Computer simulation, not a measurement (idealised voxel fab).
Process module under the name voxel quadruple lines
It is cross-section cut that appears here, measuring 245 nm in width, its square cells being 5 nm in size.
When this document writes out a cross-section, it uses a grid of square cells and lists it as bands, beginning at the top and moving down, with a band standing for one or more rows of cells. Read a band's entry like this: the first values are the height of its top and the height of its bottom in nm, and what follows is the sequence of materials from left to right, each with its width in nm. Note that "air" is empty space, and that a single material marked "all across" reaches across the band from edge to edge. All heights in this document are referenced to 0, defined as the level beneath which the wafer, as received, consists entirely of one material. The lowest band is not bounded below; it extends indefinitely downward and is written in the form "0 nm and below". Think of "30->40" as a width that walks from the first number to the second as you go down the band, top row to bottom row, taking equal-sized steps from row to row. When a step is marked "remained the same", none of the cells in the cross-section changed during that step. Empty spaces without an open route to the top, at least 8 cells in extent, make up the entry "Closed internal voids"; each is given as width x height at distance, where the distance is measured from the left edge, and all are in nm. Formally, on a step line, whatever follows the settings is a remark that the simulator itself makes on the step. "overlay nm" on a masked step: distance the mask lay right of its planned place, negative for left.

-- The steps planned for the process are as follows
1. RECEIVE,material Si
2. CONFORMAL_DEP,material Al2O3,thk nm 5
3. DIRECTIONAL_DEP,material Ru,thk nm 10
4. DIRECTIONAL_DEP,material polySi,thk nm 15
5. DIRECTIONAL_DEP,material aC,thk nm 25
6. PATTERN,tone cover,mask id MANDREL,material resist,width nm 35,pitch nm 100,thk nm 30,overlay nm 0
7. DIRECTIONAL_ETCH,etch materials aC,depth nm 25
8. STRIP,etch materials resist
9. CONFORMAL_DEP,material SiO2,thk nm 15
10. DIRECTIONAL_ETCH,etch materials SiO2,depth nm 15
11. STRIP,etch materials aC
12. DIRECTIONAL_ETCH,etch materials polySi,depth nm 15
13. STRIP,etch materials SiO2
14. CONFORMAL_DEP,material SiN,thk nm 10
15. DIRECTIONAL_ETCH,etch materials SiN,depth nm 10
16. STRIP,etch materials polySi
17. DIRECTIONAL_ETCH,etch materials Ru,depth nm 10
18. STRIP,etch materials SiN
19. FILL_DEP,material SiO2,thk nm 5
20. CMP,height nm 15

-- first wafer, as planned

-- Step 1 complete: cross-section of the wafer as received
> 0 nm and below: Si all across
> Closed internal voids: none

-- State of the wafer after step 2, shown in cross-section
> 5 nm to 0 nm: Al2O3 all across
> Heights below 0 show no change.

-- State of the wafer after step 3, shown in cross-section
> 15 nm to 5 nm: Ru all across
> Heights below 5 show no change.

-- State of the wafer after step 4, shown in cross-section
> 30 nm to 15 nm: polySi all across
> Heights below 15 show no change.

-- State of the wafer after step 5, shown in cross-section
> 55 nm to 30 nm: aC all across
> Heights below 30 show no change.

-- State of the wafer after step 6, shown in cross-section
> 85 nm to 55 nm: 55 nm air / 35 nm resist / 65 nm air / 35 nm resist / 55 nm air
> Heights below 55 show no change.

-- State of the wafer after step 7, shown in cross-section
> 60 nm to 55 nm: 55 nm air / 35 nm resist / 65 nm air / 35 nm resist / 55 nm air
> 55 nm to 30 nm: 55 nm air / 35 nm aC / 65 nm air / 35 nm aC / 55 nm air
> Heights below 30 show no change.

-- State of the wafer after step 8, shown in cross-section
> 55 nm to 30 nm: 55 nm air / 35 nm aC / 65 nm air / 35 nm aC / 55 nm air
> Heights below 30 show no change.

-- State of the wafer after step 9, shown in cross-section
> 70 nm to 55 nm: 40 nm air / 65 nm SiO2 / 35 nm air / 65 nm SiO2 / 40 nm air
> 55 nm to 45 nm: 40 nm air / 15 nm SiO2 / 35 nm aC / 15 nm SiO2 / 35 nm air / 15 nm SiO2 / 35 nm aC / 15 nm SiO2 / 40 nm air
> 45 nm to 30 nm: 55 nm SiO2 / 35 nm aC / 65 nm SiO2 / 35 nm aC / 55 nm SiO2
> Heights below 30 show no change.

-- State of the wafer after step 10, shown in cross-section
> 55 nm to 30 nm: 40 nm air / 15 nm SiO2 / 35 nm aC / 15 nm SiO2 / 35 nm air / 15 nm SiO2 / 35 nm aC / 15 nm SiO2 / 40 nm air
> Heights below 30 show no change.

-- State of the wafer after step 11, shown in cross-section
> 55 nm to 30 nm: 40 nm air / 15 nm SiO2 / 35 nm air / 15 nm SiO2 / 35 nm air / 15 nm SiO2 / 35 nm air / 15 nm SiO2 / 40 nm air
> Heights below 30 show no change.

-- State of the wafer after step 12, shown in cross-section
> 55 nm to 30 nm: 40 nm air / 15 nm SiO2 / 35 nm air / 15 nm SiO2 / 35 nm air / 15 nm SiO2 / 35 nm air / 15 nm SiO2 / 40 nm air
> 30 nm to 15 nm: 40 nm air / 15 nm polySi / 35 nm air / 15 nm polySi / 35 nm air / 15 nm polySi / 35 nm air / 15 nm polySi / 40 nm air
> Heights below 15 show no change.

-- State of the wafer after step 13, shown in cross-section
> 30 nm to 15 nm: 40 nm air / 15 nm polySi / 35 nm air / 15 nm polySi / 35 nm air / 15 nm polySi / 35 nm air / 15 nm polySi / 40 nm air
> Heights below 15 show no change.

-- State of the wafer after step 14, shown in cross-section
> 40 nm to 30 nm: 30 nm air / 35 nm SiN / 15 nm air / 35 nm SiN / 15 nm air / 35 nm SiN / 15 nm air / 35 nm SiN / 30 nm air
> 30 nm to 25 nm: 30 nm air / 10 nm SiN / 15 nm polySi / 10 nm SiN / 15 nm air / 10 nm SiN / 15 nm polySi / 10 nm SiN / 15 nm air / 10 nm SiN / 15 nm polySi / 10 nm SiN / 15 nm air / 10 nm SiN / 15 nm polySi / 10 nm SiN / 30 nm air
> 25 nm to 15 nm: 40 nm SiN / 15 nm polySi / 35 nm SiN / 15 nm polySi / 35 nm SiN / 15 nm polySi / 35 nm SiN / 15 nm polySi / 40 nm SiN
> Heights below 15 show no change.

-- State of the wafer after step 15, shown in cross-section
> 30 nm to 15 nm: 30 nm air / 10 nm SiN / 15 nm polySi / 10 nm SiN / 15 nm air / 10 nm SiN / 15 nm polySi / 10 nm SiN / 15 nm air / 10 nm SiN / 15 nm polySi / 10 nm SiN / 15 nm air / 10 nm SiN / 15 nm polySi / 10 nm SiN / 30 nm air
> Heights below 15 show no change.

-- State of the wafer after step 16, shown in cross-section
> 30 nm to 15 nm: 30 nm air / 10 nm SiN / 15 nm air / 10 nm SiN / 15 nm air / 10 nm SiN / 15 nm air / 10 nm SiN / 15 nm air / 10 nm SiN / 15 nm air / 10 nm SiN / 15 nm air / 10 nm SiN / 15 nm air / 10 nm SiN / 30 nm air
> Heights below 15 show no change.

-- State of the wafer after step 17, shown in cross-section
> 30 nm to 15 nm: 30 nm air / 10 nm SiN / 15 nm air / 10 nm SiN / 15 nm air / 10 nm SiN / 15 nm air / 10 nm SiN / 15 nm air / 10 nm SiN / 15 nm air / 10 nm SiN / 15 nm air / 10 nm SiN / 15 nm air / 10 nm SiN / 30 nm air
> 15 nm to 5 nm: 30 nm air / 10 nm Ru / 15 nm air / 10 nm Ru / 15 nm air / 10 nm Ru / 15 nm air / 10 nm Ru / 15 nm air / 10 nm Ru / 15 nm air / 10 nm Ru / 15 nm air / 10 nm Ru / 15 nm air / 10 nm Ru / 30 nm air
> Heights below 5 show no change.

-- State of the wafer after step 18, shown in cross-section
> 15 nm to 5 nm: 30 nm air / 10 nm Ru / 15 nm air / 10 nm Ru / 15 nm air / 10 nm Ru / 15 nm air / 10 nm Ru / 15 nm air / 10 nm Ru / 15 nm air / 10 nm Ru / 15 nm air / 10 nm Ru / 15 nm air / 10 nm Ru / 30 nm air
> Heights below 5 show no change.

-- State of the wafer after step 19, shown in cross-section
> 20 nm to 15 nm: SiO2 all across
> 15 nm to 5 nm: 30 nm SiO2 / 10 nm Ru / 15 nm SiO2 / 10 nm Ru / 15 nm SiO2 / 10 nm Ru / 15 nm SiO2 / 10 nm Ru / 15 nm SiO2 / 10 nm Ru / 15 nm SiO2 / 10 nm Ru / 15 nm SiO2 / 10 nm Ru / 15 nm SiO2 / 10 nm Ru / 30 nm SiO2
> Heights below 5 show no change.

-- State of the wafer after step 20, shown in cross-section
> 15 nm to 5 nm: 30 nm SiO2 / 10 nm Ru / 15 nm SiO2 / 10 nm Ru / 15 nm SiO2 / 10 nm Ru / 15 nm SiO2 / 10 nm Ru / 15 nm SiO2 / 10 nm Ru / 15 nm SiO2 / 10 nm Ru / 15 nm SiO2 / 10 nm Ru / 15 nm SiO2 / 10 nm Ru / 30 nm SiO2
> Heights below 5 show no change.

-- Companion wafer, the second of two: same beginning, same intended sequence, one mistake in carrying it out; through step 15 inclusive it tracks the first exactly

-- when step 16 should have ended
> 30 nm to 15 nm: 40 nm air / 15 nm polySi / 35 nm air / 15 nm polySi / 35 nm air / 15 nm polySi / 35 nm air / 15 nm polySi / 40 nm air
> Heights below 15 show no change.

-- when step 17 should have ended
> 30 nm to 15 nm: 40 nm air / 15 nm polySi / 35 nm air / 15 nm polySi / 35 nm air / 15 nm polySi / 35 nm air / 15 nm polySi / 40 nm air
> 15 nm to 5 nm: 40 nm air / 15 nm Ru / 35 nm air / 15 nm Ru / 35 nm air / 15 nm Ru / 35 nm air / 15 nm Ru / 40 nm air
> Heights below 5 show no change.

when step 18 should have ended: remained the same

-- when step 19 should have ended
> 35 nm to 30 nm: SiO2 all across
> 30 nm to 15 nm: 40 nm SiO2 / 15 nm polySi / 35 nm SiO2 / 15 nm polySi / 35 nm SiO2 / 15 nm polySi / 35 nm SiO2 / 15 nm polySi / 40 nm SiO2
> 15 nm to 5 nm: 40 nm SiO2 / 15 nm Ru / 35 nm SiO2 / 15 nm Ru / 35 nm SiO2 / 15 nm Ru / 35 nm SiO2 / 15 nm Ru / 40 nm SiO2
> Heights below 5 show no change.

-- when step 20 should have ended
> 15 nm to 5 nm: 40 nm SiO2 / 15 nm Ru / 35 nm SiO2 / 15 nm Ru / 35 nm SiO2 / 15 nm Ru / 35 nm SiO2 / 15 nm Ru / 40 nm SiO2
> Heights below 5 show no change.
Finding, execution versus plan: step 16 ran differently from the plan; actual operation with settings: STRIP,etch materials SiN
Cell-count delta at end, second wafer over first, by material: Ru: 8 fewer; SiO2: 8 more
